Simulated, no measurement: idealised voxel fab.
The following process module bears the name voxel fin reveal.
Square cells of 5 nm make up the cross-section cut, whose width is 275 nm.
Square cells in a grid make up a cross-section in this document, and the grid is given as bands, listed from the top down, each one or more rows of cells. Within each band entry, the heights of the top and of the bottom of the band appear first, in that order and in nm; the materials of the band then follow from left to right, each with its corresponding width in nm. The designation "everywhere" on a single material indicates that it fills the band from edge to edge; the designation "empty" indicates empty space. It should be noted that heights are counted from 0, beneath which the wafer as supplied is of one material throughout, and that the lowest band possesses no lower boundary but continues downward, as written in "z 0 and below". So if you see something like "30 to 40" for the width, read it as the top row of the band sitting at the first number and the bottom row at the second, with every row in between moving by the same amount as the last. For the purposes of this document, the phrase "same as before" attached to a step denotes that no cell within the cross-section was modified by that step. Entry "Voids, enclosed". Content: empty spaces with no open connection to the top, size 8 cells or greater. Each: width x height at distance. Distance: from left edge. Unit: nm. Note: text after step settings on the step line = simulator remark on that step. Regarding "overlay nm": on a step with a mask, it is the distance the mask lay to the right of its planned place; a negative value places it to the left.

BELOW IS THE LIST OF PLANNED PROCESS STEPS
- 1: RECEIVE | material Si
- 2: CONFORMAL_DEP | material SiN | thk nm 5
- 3: DIRECTIONAL_DEP | material aC | thk nm 10
- 4: PATTERN | tone cover | mask id FINS | material resist | width nm 15 | pitch nm 35 | thk nm 25 | overlay nm 0
- 5: DIRECTIONAL_ETCH | etch materials aC | depth nm 10
- 6: STRIP | etch materials resist
- 7: DIRECTIONAL_ETCH | etch materials SiN | depth nm 5
- 8: DIRECTIONAL_ETCH | etch materials Si | depth nm 35
- 9: STRIP | etch materials aC
- 10: FILL_DEP | material SiO2 | thk nm 5
- 11: CMP | height nm 5
- 12: SELECTIVE_ETCH | etch materials SiO2 | depth nm 15
- 13: STRIP | etch materials SiN
- 14: CONFORMAL_DEP | material SiO2 | thk nm 5

CONCERNING THE FIRST OF TWO WAFERS, WHICH WAS RUN IN ACCORDANCE WITH THE PLAN

THE CROSS-SECTION HERE SHOWS THE WAFER AS RECEIVED, I.E. IN ITS STATE AFTER STEP 1
    z 0 and below  Si everywhere
    Voids, enclosed: none

THE WAFER IN CROSS-SECTION ONCE STEP 2 IS COMPLETE
    z 5 to 0  SiN everywhere
    below 0: unchanged

THE WAFER IN CROSS-SECTION ONCE STEP 3 IS COMPLETE
    z 15 to 5  aC everywhere
    below 5: unchanged

THE WAFER IN CROSS-SECTION ONCE STEP 4 IS COMPLETE
    z 40 to 15  empty 95  resist 15  empty 20  resist 15  empty 20  resist 15  empty 95
    below 15: unchanged

THE WAFER IN CROSS-SECTION ONCE STEP 5 IS COMPLETE
    z 30 to 15  empty 95  resist 15  empty 20  resist 15  empty 20  resist 15  empty 95
    z 15 to 5  empty 95  aC 15  empty 20  aC 15  empty 20  aC 15  empty 95
    below 5: unchanged

THE WAFER IN CROSS-SECTION ONCE STEP 6 IS COMPLETE
    z 15 to 5  empty 95  aC 15  empty 20  aC 15  empty 20  aC 15  empty 95
    below 5: unchanged

THE WAFER IN CROSS-SECTION ONCE STEP 7 IS COMPLETE
    z 15 to 5  empty 95  aC 15  empty 20  aC 15  empty 20  aC 15  empty 95
    z 5 to 0  empty 95  SiN 15  empty 20  SiN 15  empty 20  SiN 15  empty 95
    below 0: unchanged

THE WAFER IN CROSS-SECTION ONCE STEP 8 IS COMPLETE
    z 15 to 5  empty 95  aC 15  empty 20  aC 15  empty 20  aC 15  empty 95
    z 5 to 0  empty 95  SiN 15  empty 20  SiN 15  empty 20  SiN 15  empty 95
    z 0 to -35  empty 95  Si 15  empty 20  Si 15  empty 20  Si 15  empty 95
    below -35: unchanged

THE WAFER IN CROSS-SECTION ONCE STEP 9 IS COMPLETE
    z 5 to 0  empty 95  SiN 15  empty 20  SiN 15  empty 20  SiN 15  empty 95
    below 0: unchanged

THE WAFER IN CROSS-SECTION ONCE STEP 10 IS COMPLETE
    z 10 to 5  SiO2 everywhere
    z 5 to 0  SiO2 95  SiN 15  SiO2 20  SiN 15  SiO2 20  SiN 15  SiO2 95
    z 0 to -35  SiO2 95  Si 15  SiO2 20  Si 15  SiO2 20  Si 15  SiO2 95
    below -35: unchanged

THE WAFER IN CROSS-SECTION ONCE STEP 11 IS COMPLETE
    z 5 to 0  SiO2 95  SiN 15  SiO2 20  SiN 15  SiO2 20  SiN 15  SiO2 95
    below 0: unchanged

THE WAFER IN CROSS-SECTION ONCE STEP 12 IS COMPLETE
    z 5 to 0  empty 95  SiN 15  empty 20  SiN 15  empty 20  SiN 15  empty 95
    z 0 to -10  empty 95  Si 15  empty 20  Si 15  empty 20  Si 15  empty 95
    below -10: unchanged

THE WAFER IN CROSS-SECTION ONCE STEP 13 IS COMPLETE
    z 0 to -10  empty 95  Si 15  empty 20  Si 15  empty 20  Si 15  empty 95
    below -10: unchanged

THE WAFER IN CROSS-SECTION ONCE STEP 14 IS COMPLETE
    z 5 to 0  empty 90  SiO2 25  empty 10  SiO2 25  empty 10  SiO2 25  empty 90
    z 0 to -5  empty 90  SiO2 5  Si 15  SiO2 5  empty 10  SiO2 5  Si 15  SiO2 5  empty 10  SiO2 5  Si 15  SiO2 5  empty 90
    z -5 to -35  SiO2 95  Si 15  SiO2 20  Si 15  SiO2 20  Si 15  SiO2 95
    below -35: unchanged

WAFER TWO: LIKE WAFER ONE IN START AND PLAN, BUT WITH ONE MISTAKE IN EXECUTION; IDENTICAL UP TO AND INCLUDING STEP 11

SECOND WAFER, CROSS-SECTION, PLANNED END OF STEP 12
    z 5 to 0  SiO2 95  empty 15  SiO2 20  empty 15  SiO2 20  empty 15  SiO2 95
    below 0: unchanged

SECOND WAFER, CROSS-SECTION, PLANNED END OF STEP 13
    z 0 to -10  empty 95  Si 15  empty 20  Si 15  empty 20  Si 15  empty 95
    z -10 to -15  SiO2 80  empty 15  Si 15  empty 20  Si 15  empty 20  Si 15  empty 15  SiO2 80
    below -15: unchanged

SECOND WAFER, CROSS-SECTION, PLANNED END OF STEP 14
    z 5 to 0  empty 90  SiO2 25  empty 10  SiO2 25  empty 10  SiO2 25  empty 90
    z 0 to -5  empty 90  SiO2 5  Si 15  SiO2 5  empty 10  SiO2 5  Si 15  SiO2 5  empty 10  SiO2 5  Si 15  SiO2 5  empty 90
    z -5 to -10  SiO2 85  empty 5  SiO2 5  Si 15  SiO2 5  empty 10  SiO2 5  Si 15  SiO2 5  empty 10  SiO2 5  Si 15  SiO2 5  empty 5  SiO2 85
    z -10 to -35  SiO2 95  Si 15  SiO2 20  Si 15  SiO2 20  Si 15  SiO2 95
    below -35: unchanged
Deviation from plan: steps 12 and 13 of the plan were each performed in the slot designated for the other
At the finish, the second wafer shows more or fewer cells for some materials than the first does: SiO2 -6
